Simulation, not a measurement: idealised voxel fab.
Process module in this document: voxel ribs on slabs
The figure presents cross-section cut, which has a width of 175 nm and is divided into square cells with an edge length of 5 nm.
If you're reading a cross-section in this doc, picture square cells in a grid; it comes to you as bands, top ones listed first down to the bottom, and a band can be one or more rows of cells. Per band: top height and bottom height in nm, followed by the left-to-right materials and their widths in nm; "edge to edge" marks a single material spanning edge to edge, "empty" marks empty space. Note: height 0 marks the level under which the wafer is uniformly one material as received. Lowest band unbounded below, written "0..down". Width: "30 to 40" (first number = top row, second number = bottom row, same change from row to row of cells). Basically "nothing different" means that step didn't change any cell in the cross-section. Each empty space that has no open way to the top and spans at least 8 cells appears under "Encapsulated voids" as width x height at distance, the distance counted from the left edge, all in nm. Anything after a step's settings on that line? It's the simulator's own note about the step. A step line may carry the setting "overlay nm", which, for steps involving a mask, states the distance by which the mask lay to the right of its intended position; negative values denote displacement to the left.
The process steps that were planned are listed below:
| 1 | RECEIVE | material Si |
| 2 | DIRECTIONAL_DEP | material SiO2 | thk nm 30 |
| 3 | DIRECTIONAL_DEP | material SiN | thk nm 20 |
| 4 | PATTERN | tone cover | mask id RIB | material resist | width nm 20 | thk nm 20 | overlay nm 0 |
| 5 | DIRECTIONAL_ETCH | etch materials SiN | depth nm 15 |
| 6 | STRIP | etch materials resist |
| 7 | PATTERN | tone cover | mask id SLAB | material resist | width nm 60 | thk nm 20 | overlay nm 0 |
| 8 | DIRECTIONAL_ETCH | etch materials SiN | depth nm 5 |
| 9 | STRIP | etch materials resist |
| 10 | FILL_DEP | material SiO2 | thk nm 15 |
| 11 | CMP | height nm 60 |
| 12 | DIRECTIONAL_DEP | material TiN | thk nm 10 |
| 13 | DIRECTIONAL_DEP | material aC | thk nm 10 |
| 14 | PATTERN | tone cover | mask id HEATER | material resist | width nm 30 | thk nm 25 | overlay nm 0 |
| 15 | DIRECTIONAL_ETCH | etch materials aC | depth nm 10 |
| 16 | STRIP | etch materials resist |
| 17 | DIRECTIONAL_ETCH | etch materials TiN | depth nm 10 |
| 18 | STRIP | etch materials aC |
| 19 | CONFORMAL_DEP | material SiN | thk nm 5 |
First wafer out of two, processed as planned:
Cross-sectional view of the wafer in its as-received condition, corresponding to the state after step 1:
  0..down: Si edge to edge
  Encapsulated voids: none
The following cross-section depicts the wafer upon completion of step 2:
  30..0: SiO2 edge to edge
  Anything lower than 0 is untouched.
The following cross-section depicts the wafer upon completion of step 3:
  50..30: SiN edge to edge
  Anything lower than 30 is untouched.
The following cross-section depicts the wafer upon completion of step 4:
  70..50: empty=75 / resist=20 / empty=80
  Anything lower than 50 is untouched.
The following cross-section depicts the wafer upon completion of step 5:
  70..50: empty=75 / resist=20 / empty=80
  50..35: empty=75 / SiN=20 / empty=80
  Anything lower than 35 is untouched.
The following cross-section depicts the wafer upon completion of step 6:
  50..35: empty=75 / SiN=20 / empty=80
  Anything lower than 35 is untouched.
The following cross-section depicts the wafer upon completion of step 7:
  70..50: empty=55 / resist=60 / empty=60
  50..35: empty=55 / resist=20 / SiN=20 / resist=20 / empty=60
  Anything lower than 35 is untouched.
The following cross-section depicts the wafer upon completion of step 8:
  70..50: empty=55 / resist=60 / empty=60
  50..35: empty=55 / resist=20 / SiN=20 / resist=20 / empty=60
  35..30: empty=55 / SiN=60 / empty=60
  Anything lower than 30 is untouched.
The following cross-section depicts the wafer upon completion of step 9:
  50..35: empty=75 / SiN=20 / empty=80
  Anything lower than 35 is untouched.
The following cross-section depicts the wafer upon completion of step 10:
  65..50: SiO2 edge to edge
  50..35: SiO2=75 / SiN=20 / SiO2=80
  35..30: SiO2=55 / SiN=60 / SiO2=60
  Anything lower than 30 is untouched.
The following cross-section depicts the wafer upon completion of step 11:
  60..50: SiO2 edge to edge
  Anything lower than 50 is untouched.
The following cross-section depicts the wafer upon completion of step 12:
  70..60: TiN edge to edge
  Anything lower than 60 is untouched.
The following cross-section depicts the wafer upon completion of step 13:
  80..70: aC edge to edge
  Anything lower than 70 is untouched.
The following cross-section depicts the wafer upon completion of step 14:
  105..80: empty=70 / resist=30 / empty=75
  Anything lower than 80 is untouched.
The following cross-section depicts the wafer upon completion of step 15:
  95..80: empty=70 / resist=30 / empty=75
  80..70: empty=70 / aC=30 / empty=75
  Anything lower than 70 is untouched.
The following cross-section depicts the wafer upon completion of step 16:
  80..70: empty=70 / aC=30 / empty=75
  Anything lower than 70 is untouched.
The following cross-section depicts the wafer upon completion of step 17:
  80..70: empty=70 / aC=30 / empty=75
  70..60: empty=70 / TiN=30 / empty=75
  Anything lower than 60 is untouched.
The following cross-section depicts the wafer upon completion of step 18:
  70..60: empty=70 / TiN=30 / empty=75
  Anything lower than 60 is untouched.
The following cross-section depicts the wafer upon completion of step 19:
  75..70: empty=65 / SiN=40 / empty=70
  70..65: empty=65 / SiN=5 / TiN=30 / SiN=5 / empty=70
  65..60: SiN=70 / TiN=30 / SiN=75
  Anything lower than 60 is untouched.
Second Wafer (Identical Start and Plan, One Processing Error; Matches First Wafer Through Step 18):
Look at the second wafer in cross-section at the time step 19 ought to have finished:
  85..75: empty=55 / SiN=60 / empty=60
  75..70: SiN edge to edge
  70..60: SiN=70 / TiN=30 / SiN=75
  Anything lower than 60 is untouched.
It is concluded that the wafer was processed incorrectly with respect to the plan, in that step 19 was run on a setting that differed from the plan, and what really ran there is CONFORMAL_DEP | material SiN | thk nm 15
The second wafer ends with more or fewer cells of some materials than the first, per final count: SiN: 78 more
